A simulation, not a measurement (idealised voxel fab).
Name of the process module below: voxel transistor to metal
Square cell edge 5 nm, section width 170 nm, ID cut.
This document writes a cross-section as a grid whose cells are square, and gives it as bands, listed from the top down; one or more rows of cells form a band.
Top, bottom (nm), then materials left to right with widths (nm); lone material tagged "full width" fills the whole band edge to edge; "air" = empty space.
All heights in this document are referenced to 0, defined as the level beneath which the wafer, as received, consists entirely of one material. The lowest band is not bounded below; it extends indefinitely downward and is written in the form "0 -> down".
It should be noted that a width expressed as "30..40" varies in equal increments from row to row of cells within the band, taking the value of the first number at the top row and that of the second number at the bottom row.
Any step labelled "everything unchanged" changed none of the cells in the cross-section.
Enclosed voids (no open way to top), threshold 8 cells or more, entry "Sealed void list", notation width x height at distance, distance from left edge, nm.
Past the settings on a step's line: simulator remark, on that step.
The optional step-line setting "overlay nm" applies to steps with a mask and quantifies how far to the right of its planned location the mask lay, a negative value indicating leftward placement.
These are the steps we planned for the process
1: RECEIVE,material Si
2: OXIDIZE,depth nm 5
3: CONFORMAL_DEP,material SiN,thk nm 10
4: MASKED_ETCH,tone cover,mask id ACTIVE,width nm 110,etch materials SiN,depth nm 10,overlay nm 0
5: MASKED_ETCH,tone cover,mask id ACTIVE,width nm 110,etch materials SiO2,depth nm 5,overlay nm 0
6: MASKED_ETCH,tone cover,mask id ACTIVE,width nm 110,etch materials Si,depth nm 20,overlay nm 0
7: OXIDIZE,depth nm 5
8: FILL_DEP,material SiO2,thk nm 15
9: CMP,height nm 10
10: SELECTIVE_ETCH,etch materials SiO2,depth nm 10
11: STRIP,etch materials SiN
12: SELECTIVE_ETCH,etch materials SiO2,depth nm 5
13: OXIDIZE,depth nm 5
14: DIRECTIONAL_DEP,material polySi,thk nm 20
15: DIRECTIONAL_DEP,material SiCN,thk nm 10
16: DIRECTIONAL_DEP,material aC,thk nm 15
17: PATTERN,tone cover,mask id GATE,material resist,width nm 30,thk nm 35,overlay nm 0
18: DIRECTIONAL_ETCH,etch materials aC,depth nm 15
19: STRIP,etch materials resist
20: DIRECTIONAL_ETCH,etch materials SiCN,depth nm 20
21: DIRECTIONAL_ETCH,etch materials polySi,depth nm 30
22: STRIP,etch materials aC
23: CONFORMAL_DEP,material SiO2,thk nm 5
24: DIRECTIONAL_ETCH,etch materials SiO2,depth nm 5
25: CONFORMAL_DEP,material SiN,thk nm 5
26: DIRECTIONAL_ETCH,etch materials SiN,depth nm 5
27: DIRECTIONAL_ETCH,etch materials SiO2,depth nm 5
28: DIRECTIONAL_ETCH,etch materials Si,depth nm 10
29: EPI,material SiGe,thk nm 15
30: FILL_DEP,material SiO2,thk nm 10
31: CMP,height nm 15
32: STRIP,etch materials polySi
33: SELECTIVE_ETCH,etch materials SiO2,depth nm 5
34: CONFORMAL_DEP,material HfO2,thk nm 5
35: CONFORMAL_DEP,material TiN,thk nm 5
36: FILL_DEP,material W,thk nm 5
37: CMP,height nm 10
38: DIRECTIONAL_DEP,material SiO2,thk nm 10
39: MASKED_ETCH,tone open,mask id CONTACT,width nm 20,pitch nm 80,etch materials SiO2,depth nm 25,overlay nm 0
40: CONFORMAL_DEP,material TiN,thk nm 5
41: FILL_DEP,material W,thk nm 10
42: CMP,height nm 20
43: DIRECTIONAL_DEP,material TiN,thk nm 5
44: DIRECTIONAL_DEP,material W,thk nm 20
45: PATTERN,tone cover,mask id METAL_1,material resist,width nm 20,pitch nm 80,thk nm 20,overlay nm 0
46: DIRECTIONAL_ETCH,etch materials W,depth nm 20
47: DIRECTIONAL_ETCH,etch materials TiN,depth nm 5
48: STRIP,etch materials resist
49: CONFORMAL_DEP,material SiN,thk nm 5
50: FILL_DEP,material lowk,thk nm 10
51: CMP,height nm 45
52: CONFORMAL_DEP,material SiN,thk nm 5
Here's what the wafer looked like in cross-section when it arrived - that's after step 1
> 0 -> down | Si full width
> Sealed void list: none
Same starting wafer, same plan as above, one mistake in the execution; this is the cross-section at the end of the module
> 50 -> 45 | SiN full width
> 45 -> 25 | lowk: 25, SiN: 5, W: 20, SiN: 5, lowk: 50, SiN: 5, W: 20, SiN: 5, lowk: 35
> 25 -> 20 | SiN: 30, TiN: 20, SiN: 60, TiN: 20, SiN: 40
> 20 -> 10 | SiO2: 35, TiN: 5, W: 10, TiN: 5, SiO2: 60, TiN: 5, W: 10, TiN: 5, SiO2: 35
> 10 -> 5 | SiO2: 35, TiN: 20, SiO2: 5, SiN: 5, HfO2: 5, TiN: 5, W: 20, TiN: 5, HfO2: 5, SiN: 5, SiO2: 5, TiN: 20, SiO2: 35
> 5 -> 0 | SiO2: 35, TiN: 10, SiGe: 15, SiN: 5, HfO2: 5, TiN: 5, W: 20, TiN: 5, HfO2: 5, SiN: 5, SiGe: 15, TiN: 10, SiO2: 35
> 0 -> -5 | SiO2: 35, TiN: 10, SiGe: 15, SiN: 5, HfO2: 5, TiN: 30, HfO2: 5, SiN: 5, SiGe: 15, TiN: 10, SiO2: 35
> -5 -> -10 | SiO2: 30, SiGe: 30, SiO2: 5, HfO2: 40, SiO2: 5, SiGe: 30, SiO2: 30
> -10 -> -20 | SiO2: 35, SiGe: 25, Si: 50, SiGe: 25, SiO2: 35
> -20 -> -30 | SiO2: 35, Si: 100, SiO2: 35
> -30 -> down | Si full width
> Sealed void list: none
Here's what went sideways: the process deviated at step 45: the operation and settings actually run there were PATTERN,tone cover,mask id METAL_1,material resist,width nm 20,pitch nm 80,thk nm 20,overlay nm -5
